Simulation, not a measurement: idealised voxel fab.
process module | voxel transistor to metal
cross-section cut | 210 nm wide | cells 5 nm
A cross-section is a grid of square cells, given in bands from the top down. A band is one or more rows of cells.
Each band's line starts with the height of the band's top and of its bottom, in nm. Then come its materials from left to right, each with its width in nm. One material with "throughout" fills the band from edge to edge. "air" is empty space.
Height 0 is the level under which the wafer as received is all one material. The lowest band goes on downwards, as in "0 down".
A width such as "30 to 40" changes by the same amount from each row of cells to the next, from the band's top row to its bottom row.
"no change" after a step means that no cell of the cross-section changed.
closed voids: empty space of 8 cells or more with no open way to the top, each as width x height at its distance from the left edge, in nm
after a step's settings: what the simulator itself notes on the step
overlay nm, on a step with a mask: how far to the right of its planned place the mask lay; to the left if negative
plan
1 op RECEIVE | material Si
2 op OXIDIZE | depth nm 5
3 op CONFORMAL_DEP | material SiN | thk nm 15
4 op MASKED_ETCH | tone cover | mask id ACTIVE | width nm 115 | etch materials SiN | depth nm 15 | overlay nm 0
5 op MASKED_ETCH | tone cover | mask id ACTIVE | width nm 115 | etch materials SiO2 | depth nm 5 | overlay nm 0
6 op MASKED_ETCH | tone cover | mask id ACTIVE | width nm 115 | etch materials Si | depth nm 25 | overlay nm 0
7 op OXIDIZE | depth nm 5
8 op FILL_DEP | material SiO2 | thk nm 15
9 op CMP | height nm 15
10 op SELECTIVE_ETCH | etch materials SiO2 | depth nm 10
11 op STRIP | etch materials SiN
12 op SELECTIVE_ETCH | etch materials SiO2 | depth nm 5
13 op OXIDIZE | depth nm 5
14 op DIRECTIONAL_DEP | material polySi | thk nm 25
15 op DIRECTIONAL_DEP | material SiCN | thk nm 10
16 op DIRECTIONAL_DEP | material aC | thk nm 10
17 op PATTERN | tone cover | mask id GATE | material resist | width nm 15 | thk nm 25 | overlay nm 0
18 op DIRECTIONAL_ETCH | etch materials aC | depth nm 10
19 op STRIP | etch materials resist
20 op DIRECTIONAL_ETCH | etch materials SiCN | depth nm 20
21 op DIRECTIONAL_ETCH | etch materials polySi | depth nm 35
22 op STRIP | etch materials aC
23 op CONFORMAL_DEP | material SiN | thk nm 10
24 op DIRECTIONAL_ETCH | etch materials SiN | depth nm 10
25 op DIRECTIONAL_ETCH | etch materials SiO2 | depth nm 5
26 op DIRECTIONAL_ETCH | etch materials Si | depth nm 10
27 op EPI | material nSi | thk nm 15
28 op FILL_DEP | material SiO2 | thk nm 5
29 op CMP | height nm 30
30 op DIRECTIONAL_DEP | material SiO2 | thk nm 15
31 op DIRECTIONAL_DEP | material aC | thk nm 10
32 op PATTERN | tone open | mask id CONTACT | material resist | width nm 20 | pitch nm 75 | thk nm 30 | overlay nm 0
33 op DIRECTIONAL_ETCH | etch materials aC | depth nm 10
34 op STRIP | etch materials resist
35 op DIRECTIONAL_ETCH | etch materials SiO2 | depth nm 50
36 op STRIP | etch materials aC
37 op CONFORMAL_DEP | material TiN | thk nm 5
38 op FILL_DEP | material W | thk nm 5
39 op CMP | height nm 45
40 op CONFORMAL_DEP | material SiCN | thk nm 5
41 op DIRECTIONAL_DEP | material lowk | thk nm 25
42 op PATTERN | tone open | mask id METAL_1 | material resist | width nm 20 | pitch nm 75 | thk nm 15 | overlay nm 0
43 op DIRECTIONAL_ETCH | etch materials lowk | depth nm 25
44 op DIRECTIONAL_ETCH | etch materials SiCN | depth nm 5
45 op STRIP | etch materials resist
46 op CONFORMAL_DEP | material TiN | thk nm 5
47 op FILL_DEP | material Ru | thk nm 10
48 op CMP | height nm 75
49 op CONFORMAL_DEP | material SiN | thk nm 5
as received, after step 1
  0 down: Si throughout
  closed voids: none
first wafer at the end, as planned
  80 to 75: SiN throughout
  75 to 50: lowk 55 | TiN 5 | Ru 10 | TiN 5 | lowk 55 | TiN 5 | Ru 10 | TiN 5 | lowk 60
  50 to 45: SiCN 55 | TiN 20 | SiCN 55 | TiN 20 | SiCN 60
  45 to 30: SiO2 55 | TiN 5 | W 10 | TiN 5 | SiO2 55 | TiN 5 | W 10 | TiN 5 | SiO2 60
  30 to 20: SiO2 55 | TiN 5 | W 10 | TiN 5 | SiO2 10 | SiN 10 | SiCN 15 | SiN 10 | SiO2 10 | TiN 5 | W 10 | TiN 5 | SiO2 60
  20 to 10: SiO2 55 | TiN 5 | W 10 | TiN 5 | SiO2 10 | SiN 10 | polySi 15 | SiN 10 | SiO2 10 | TiN 5 | W 10 | TiN 5 | SiO2 60
  10 to 5: SiO2 55 | TiN 5 | W 5 | TiN 10 | SiO2 10 | SiN 10 | polySi 15 | SiN 10 | SiO2 10 | TiN 10 | W 5 | TiN 5 | SiO2 60
  5 to 0: SiO2 55 | TiN 5 | W 5 | TiN 5 | nSi 15 | SiN 10 | polySi 15 | SiN 10 | nSi 15 | TiN 5 | W 5 | TiN 5 | SiO2 60
  0 to -5: SiO2 40 | SiN 10 | SiO2 5 | TiN 15 | nSi 15 | SiN 10 | polySi 15 | SiN 10 | nSi 15 | TiN 15 | SiO2 5 | SiN 10 | SiO2 45
  -5 to -10: SiO2 50 | nSi 35 | SiO2 35 | nSi 35 | SiO2 55
  -10 to -20: SiO2 50 | nSi 35 | Si 35 | nSi 35 | SiO2 55
  -20 to -35: SiO2 50 | Si 105 | SiO2 55
  -35 down: Si throughout
  closed voids: none
second wafer at the end: like start, like plan, one mistake
  80 to 75: SiN throughout
  75 to 50: lowk 55 | TiN 5 | Ru 10 | TiN 5 | lowk 55 | TiN 5 | Ru 10 | TiN 5 | lowk 60
  50 to 45: SiCN 55 | TiN 20 | SiCN 55 | TiN 20 | SiCN 60
  45 to 25: SiO2 55 | TiN 5 | W 10 | TiN 5 | SiO2 55 | TiN 5 | W 10 | TiN 5 | SiO2 60
  25 to 15: SiO2 55 | TiN 5 | W 10 | TiN 5 | SiO2 10 | SiN 10 | SiCN 15 | SiN 10 | SiO2 10 | TiN 5 | W 10 | TiN 5 | SiO2 60
  15 to 5: SiO2 55 | TiN 5 | W 10 to 5 | TiN 5 to 10 | SiO2 10 | SiN 10 | polySi 15 | SiN 10 | SiO2 10 | TiN 5 to 10 | W 10 to 5 | TiN 5 | SiO2 60
  5 to 0: SiO2 55 | TiN 5 | W 5 | TiN 5 | nSi 15 | SiN 10 | polySi 15 | SiN 10 | nSi 15 | TiN 5 | W 5 | TiN 5 | SiO2 60
  0 to -5: SiO2 40 | SiN 10 | SiO2 5 | TiN 15 | nSi 15 | SiN 10 | polySi 15 | SiN 10 | nSi 15 | TiN 15 | SiO2 5 | SiN 10 | SiO2 45
  -5 to -10: SiO2 50 | nSi 35 | SiO2 35 | nSi 35 | SiO2 55
  -10 to -20: SiO2 50 | nSi 35 | Si 35 | nSi 35 | SiO2 55
  -20 to -35: SiO2 50 | Si 105 | SiO2 55
  -35 down: Si throughout
  closed voids: none
what went wrong: step 14 ran as: op DIRECTIONAL_DEP | material polySi | thk nm 20
at the end the second wafer has, in cells: 4 fewer of SiN | 7 more of SiO2 | 3 fewer of polySi
